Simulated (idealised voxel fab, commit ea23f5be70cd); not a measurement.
Name of the process module below: voxel transistor to metal
190 nm wide, 5 nm square cells: that's cross-section cut.
In this document a cross-section is written as a grid of square cells. It is given as a series of bands, listed from the top down, and a band is one or more rows of cells. It is stipulated that each band's entry specify, in nanometres, the height of the top of the band and then that of its bottom, followed by the materials of the band in left-to-right sequence, each together with its width in nanometres. A single material marked by the word "everywhere" is understood to fill the band from edge to edge; the word "air" is understood to denote empty space. Heights are reckoned from 0. Under this level, the received wafer is all of one material. The bottommost band is open-ended downward, for example "top 0, no bottom". Top row gets the first number, bottom row gets the second, and each row in between changes by the same step: that is how a band width like "30..40" works. A step reported as "left unchanged" is a step in which no cell of the cross-section changed. "closed voids" specifies each empty space that is not open to the top and that occupies no fewer than 8 cells, using the form width x height at distance, the distance measured from the left edge and all three quantities in nm. On a step's line, text after the settings is the simulator commenting on that step. For masked steps, "overlay nm" on the step line gives how far right of plan the mask actually lay; a minus sign means it lay to the left.
**List of planned process steps**
1,op RECEIVE | material Si
2,op CONFORMAL_DEP | material SiO2 | thk nm 5
3,op CONFORMAL_DEP | material SiN | thk nm 15
4,op PATTERN | tone cover | mask id ACTIVE | material resist | width nm 115 | thk nm 20 | overlay nm 0
5,op DIRECTIONAL_ETCH | etch materials SiN | depth nm 15
6,op DIRECTIONAL_ETCH | etch materials SiO2 | depth nm 5
7,op DIRECTIONAL_ETCH | etch materials Si | depth nm 35
8,op STRIP | etch materials resist
9,op FILL_DEP | material SiO2 | thk nm 10
10,op CMP | height nm 20
11,op SELECTIVE_ETCH | etch materials SiO2 | depth nm 15
12,op STRIP | etch materials SiN
13,op SELECTIVE_ETCH | etch materials SiO2 | depth nm 5
14,op OXIDIZE | depth nm 5
15,op DIRECTIONAL_DEP | material polySi | thk nm 25
16,op DIRECTIONAL_DEP | material SiCN | thk nm 15
17,op DIRECTIONAL_DEP | material aC | thk nm 15
18,op PATTERN | tone cover | mask id GATE | material resist | width nm 25 | thk nm 30 | overlay nm 0
19,op DIRECTIONAL_ETCH | etch materials aC | depth nm 15
20,op STRIP | etch materials resist
21,op DIRECTIONAL_ETCH | etch materials SiCN | depth nm 25
22,op DIRECTIONAL_ETCH | etch materials polySi | depth nm 35
23,op STRIP | etch materials aC
24,op CONFORMAL_DEP | material SiO2 | thk nm 5
25,op DIRECTIONAL_ETCH | etch materials SiO2 | depth nm 5
26,op CONFORMAL_DEP | material SiN | thk nm 10
27,op DIRECTIONAL_ETCH | etch materials SiN | depth nm 10
28,op DIRECTIONAL_ETCH | etch materials SiO2 | depth nm 5
29,op EPI | material nSi | thk nm 5
30,op FILL_DEP | material SiO2 | thk nm 10
31,op CMP | height nm 40
32,op DIRECTIONAL_DEP | material SiO2 | thk nm 10
33,op DIRECTIONAL_DEP | material aC | thk nm 10
34,op PATTERN | tone open | mask id CONTACT | material resist | width nm 20 | pitch nm 75 | thk nm 25 | overlay nm 0
35,op DIRECTIONAL_ETCH | etch materials aC | depth nm 10
36,op STRIP | etch materials resist
37,op DIRECTIONAL_ETCH | etch materials SiO2 | depth nm 50
38,op STRIP | etch materials aC
39,op CONFORMAL_DEP | material TiN | thk nm 5
40,op FILL_DEP | material Ru | thk nm 5
41,op CMP | height nm 50
42,op DIRECTIONAL_DEP | material TiN | thk nm 5
43,op DIRECTIONAL_DEP | material W | thk nm 20
44,op MASKED_ETCH | tone cover | mask id METAL_1 | width nm 20 | pitch nm 75 | etch materials W | depth nm 20 | overlay nm 0
45,op MASKED_ETCH | tone cover | mask id METAL_1 | width nm 20 | pitch nm 75 | etch materials TiN | depth nm 5 | overlay nm 0
46,op FILL_DEP | material SiO2 | thk nm 5
47,op CMP | height nm 75
48,op CONFORMAL_DEP | material SiCN | thk nm 5
49,op DIRECTIONAL_DEP | material lowk | thk nm 35
50,op MASKED_ETCH | tone open | mask id METAL_2 | width nm 20 | pitch nm 75 | etch materials lowk | depth nm 20 | overlay nm 0
51,op PATTERN | tone open | mask id METAL_2_HOLES | material resist | width nm 15 | pitch nm 75 | thk nm 15 | overlay nm 0
52,op DIRECTIONAL_ETCH | etch materials lowk | depth nm 15
53,op DIRECTIONAL_ETCH | etch materials SiCN | depth nm 5
54,op STRIP | etch materials resist
55,op CONFORMAL_DEP | material TiN | thk nm 5
56,op FILL_DEP | material Ru | thk nm 10
57,op CMP | height nm 115
58,op CONFORMAL_DEP | material SiCN | thk nm 5
**As received (post step 1): cross-section**
- top 0, no bottom = Si everywhere
- closed voids: none
**Cross-sectional view of the first of the two wafers upon completion of the module, processed in accordance with the plan**
- top 120, bottom 115 = SiCN everywhere
- top 115, bottom 100 = 45 lowk / 5 TiN / 10 Ru / 5 TiN / 55 lowk / 5 TiN / 10 Ru / 5 TiN / 50 lowk
- top 100, bottom 95 = 45 lowk / 5 TiN / 5 Ru / 10 TiN / 55 lowk / 5 TiN / 5 Ru / 10 TiN / 50 lowk
- top 95, bottom 80 = 45 lowk / 5 TiN / 5 Ru / 5 TiN / 60 lowk / 5 TiN / 5 Ru / 5 TiN / 55 lowk
- top 80, bottom 75 = 45 SiCN / 15 TiN / 60 SiCN / 15 TiN / 55 SiCN
- top 75, bottom 55 = 45 SiO2 / 20 W / 55 SiO2 / 20 W / 50 SiO2
- top 55, bottom 50 = 45 SiO2 / 20 TiN / 55 SiO2 / 20 TiN / 50 SiO2
- top 50, bottom 40 = 45 SiO2 / 5 TiN / 10 Ru / 5 TiN / 55 SiO2 / 5 TiN / 10 Ru / 5 TiN / 50 SiO2
- top 40, bottom 25 = 45 SiO2 / 5 TiN / 10 Ru / 5 TiN / 10 SiN / 5 SiO2 / 25 SiCN / 5 SiO2 / 10 SiN / 5 TiN / 10 Ru / 5 TiN / 50 SiO2
- top 25, bottom 5 = 45 SiO2 / 5 TiN / 10 Ru / 5 TiN / 10 SiN / 5 SiO2 / 25 polySi / 5 SiO2 / 10 SiN / 5 TiN / 10 Ru / 5 TiN / 50 SiO2
- top 5, bottom 0 = 45 SiO2 / 20 TiN / 10 SiN / 5 SiO2 / 25 polySi / 5 SiO2 / 10 SiN / 20 TiN / 50 SiO2
- top 0, bottom -5 = 30 SiO2 / 35 nSi / 55 SiO2 / 35 nSi / 35 SiO2
- top -5, bottom -35 = 35 SiO2 / 115 Si / 40 SiO2
- top -35, no bottom = Si everywhere
- closed voids: none
**Wafer two (of two), end-of-module cross-section: start = wafer one, plan = wafer one, one run mistake**
- top 120, bottom 115 = SiCN everywhere
- top 115, bottom 80 = 45 lowk / 5 TiN / 10 Ru / 5 TiN / 55 lowk / 5 TiN / 10 Ru / 5 TiN / 50 lowk
- top 80, bottom 75 = 45 SiCN / 20 TiN / 55 SiCN / 20 TiN / 50 SiCN
- top 75, bottom 55 = 45 SiO2 / 20 W / 55 SiO2 / 20 W / 50 SiO2
- top 55, bottom 50 = 45 SiO2 / 20 TiN / 55 SiO2 / 20 TiN / 50 SiO2
- top 50, bottom 40 = 45 SiO2 / 5 TiN / 10 Ru / 5 TiN / 55 SiO2 / 5 TiN / 10 Ru / 5 TiN / 50 SiO2
- top 40, bottom 25 = 45 SiO2 / 5 TiN / 10 Ru / 5 TiN / 10 SiN / 5 SiO2 / 25 SiCN / 5 SiO2 / 10 SiN / 5 TiN / 10 Ru / 5 TiN / 50 SiO2
- top 25, bottom 5 = 45 SiO2 / 5 TiN / 10 Ru / 5 TiN / 10 SiN / 5 SiO2 / 25 polySi / 5 SiO2 / 10 SiN / 5 TiN / 10 Ru / 5 TiN / 50 SiO2
- top 5, bottom 0 = 45 SiO2 / 20 TiN / 10 SiN / 5 SiO2 / 25 polySi / 5 SiO2 / 10 SiN / 20 TiN / 50 SiO2
- top 0, bottom -5 = 30 SiO2 / 35 nSi / 55 SiO2 / 35 nSi / 35 SiO2
- top -5, bottom -35 = 35 SiO2 / 115 Si / 40 SiO2
- top -35, no bottom = Si everywhere
- closed voids: none
The plan and the run diverged here: step 51 did not use the planned setting and instead ran as op PATTERN | tone open | mask id METAL_2_HOLES | material resist | width nm 20 | pitch nm 75 | thk nm 15 | overlay nm 0
Final difference in cells, second wafer against first, listed per material as more or fewer: Ru: 8 more; SiCN: 2 fewer; lowk: 6 fewer
